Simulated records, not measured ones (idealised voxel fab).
process module | voxel capacitor over wiring
cross-section cut | 230 nm wide | cells 5 nm
A cross-section is a grid of square cells, given in bands from the top down. A band is one or more rows of cells.
Each band's line starts with the height of the band's top and of its bottom, in nm. Then come its materials from left to right, each with its width in nm. One material with "throughout" fills the band from edge to edge. "air" is empty space.
Height 0 is the level under which the wafer as received is all one material. The lowest band goes on downwards, as in "0 down".
A width such as "30 to 40" changes by the same amount from each row of cells to the next, from the band's top row to its bottom row.
"no change" after a step means that no cell of the cross-section changed.
closed voids: empty space of 8 cells or more with no open way to the top, each as width x height at its distance from the left edge, in nm
after a step's settings: what the simulator itself notes on the step
overlay nm, on a step with a mask: how far to the right of its planned place the mask lay; to the left if negative
plan
1 op RECEIVE | material Si
2 op CONFORMAL_DEP | material SiO2 | thk nm 15
3 op DIRECTIONAL_DEP | material TiN | thk nm 5
4 op DIRECTIONAL_DEP | material Ru | thk nm 15
5 op MASKED_ETCH | tone cover | mask id METAL_1 | width nm 25 | pitch nm 80 | etch materials Ru | depth nm 15 | overlay nm 0
6 op MASKED_ETCH | tone cover | mask id METAL_1 | width nm 25 | pitch nm 80 | etch materials TiN | depth nm 5 | overlay nm 0
7 op FILL_DEP | material SiO2 | thk nm 5
8 op CMP | height nm 35
9 op CONFORMAL_DEP | material SiCN | thk nm 5
10 op DIRECTIONAL_DEP | material SiO2 | thk nm 20
11 op PATTERN | tone open | mask id PLUG_1 | material resist | width nm 15 | thk nm 20 | overlay nm 0
12 op DIRECTIONAL_ETCH | etch materials SiO2 | depth nm 20
13 op DIRECTIONAL_ETCH | etch materials SiCN | depth nm 5
14 op STRIP | etch materials resist
15 op CONFORMAL_DEP | material TiN | thk nm 5
16 op FILL_DEP | material Cu | thk nm 5
17 op CMP | height nm 60
18 op DIRECTIONAL_DEP | material TiN | thk nm 5
19 op DIRECTIONAL_DEP | material SiN | thk nm 5
20 op DIRECTIONAL_DEP | material TiN | thk nm 10
21 op PATTERN | tone cover | mask id UPPER_PLATE | material resist | width nm 60 | thk nm 20 | overlay nm 0
22 op DIRECTIONAL_ETCH | etch materials TiN | depth nm 10
23 op DIRECTIONAL_ETCH | etch materials SiN | depth nm 5
24 op STRIP | etch materials resist
25 op DIRECTIONAL_DEP | material aC | thk nm 15
26 op PATTERN | tone cover | mask id LOWER_PLATE | material resist | width nm 70 | thk nm 30 | overlay nm 0
27 op DIRECTIONAL_ETCH | etch materials aC | depth nm 15
28 op STRIP | etch materials resist
29 op DIRECTIONAL_ETCH | etch materials TiN | depth nm 5
30 op STRIP | etch materials aC
31 op FILL_DEP | material SiO2 | thk nm 15
32 op CMP | height nm 90
33 op DIRECTIONAL_DEP | material aC | thk nm 10
34 op PATTERN | tone open | mask id PLUG_2 | material resist | width nm 15 | thk nm 30 | overlay nm 0
35 op DIRECTIONAL_ETCH | etch materials aC | depth nm 10
36 op STRIP | etch materials resist
37 op DIRECTIONAL_ETCH | etch materials SiO2 | depth nm 10
38 op STRIP | etch materials aC
39 op CONFORMAL_DEP | material TiN | thk nm 5
40 op FILL_DEP | material Ru | thk nm 5
41 op CMP | height nm 90
42 op CONFORMAL_DEP | material SiCN | thk nm 5
as received, after step 1
  0 down: Si throughout
  closed voids: none
first wafer at the end, as planned
  95 to 90: SiCN throughout
  90 to 85: SiO2 80 | TiN 5 | Ru 5 | TiN 5 | SiO2 135
  85 to 80: SiO2 80 | TiN 15 | SiO2 135
  80 to 70: SiO2 70 | TiN 60 | SiO2 100
  70 to 65: SiO2 70 | SiN 60 | SiO2 100
  65 to 60: SiO2 65 | TiN 70 | SiO2 95
  60 to 40: SiO2 70 | TiN 5 | Cu 5 | TiN 5 | SiO2 145
  40 to 35: SiCN 70 | TiN 15 | SiCN 145
  35 to 20: SiO2 60 | Ru 25 | SiO2 55 | Ru 25 | SiO2 65
  20 to 15: SiO2 60 | TiN 25 | SiO2 55 | TiN 25 | SiO2 65
  15 to 0: SiO2 throughout
  0 down: Si throughout
  closed voids: none
second wafer at the end: like start, like plan, one mistake
  95 to 90: SiCN throughout
  90 to 85: SiO2 75 | TiN 5 | Ru 15 | TiN 5 | SiO2 130
  85 to 80: SiO2 75 | TiN 25 | SiO2 130
  80 to 70: SiO2 70 | TiN 60 | SiO2 100
  70 to 65: SiO2 70 | SiN 60 | SiO2 100
  65 to 60: SiO2 65 | TiN 70 | SiO2 95
  60 to 40: SiO2 70 | TiN 5 | Cu 5 | TiN 5 | SiO2 145
  40 to 35: SiCN 70 | TiN 15 | SiCN 145
  35 to 20: SiO2 60 | Ru 25 | SiO2 55 | Ru 25 | SiO2 65
  20 to 15: SiO2 60 | TiN 25 | SiO2 55 | TiN 25 | SiO2 65
  15 to 0: SiO2 throughout
  0 down: Si throughout
  closed voids: none
what went wrong: step 34 ran as: op PATTERN | tone open | mask id PLUG_2 | material resist | width nm 25 | thk nm 30 | overlay nm 0
at the end the second wafer has, in cells: 2 more of Ru | 4 fewer of SiO2 | 2 more of TiN
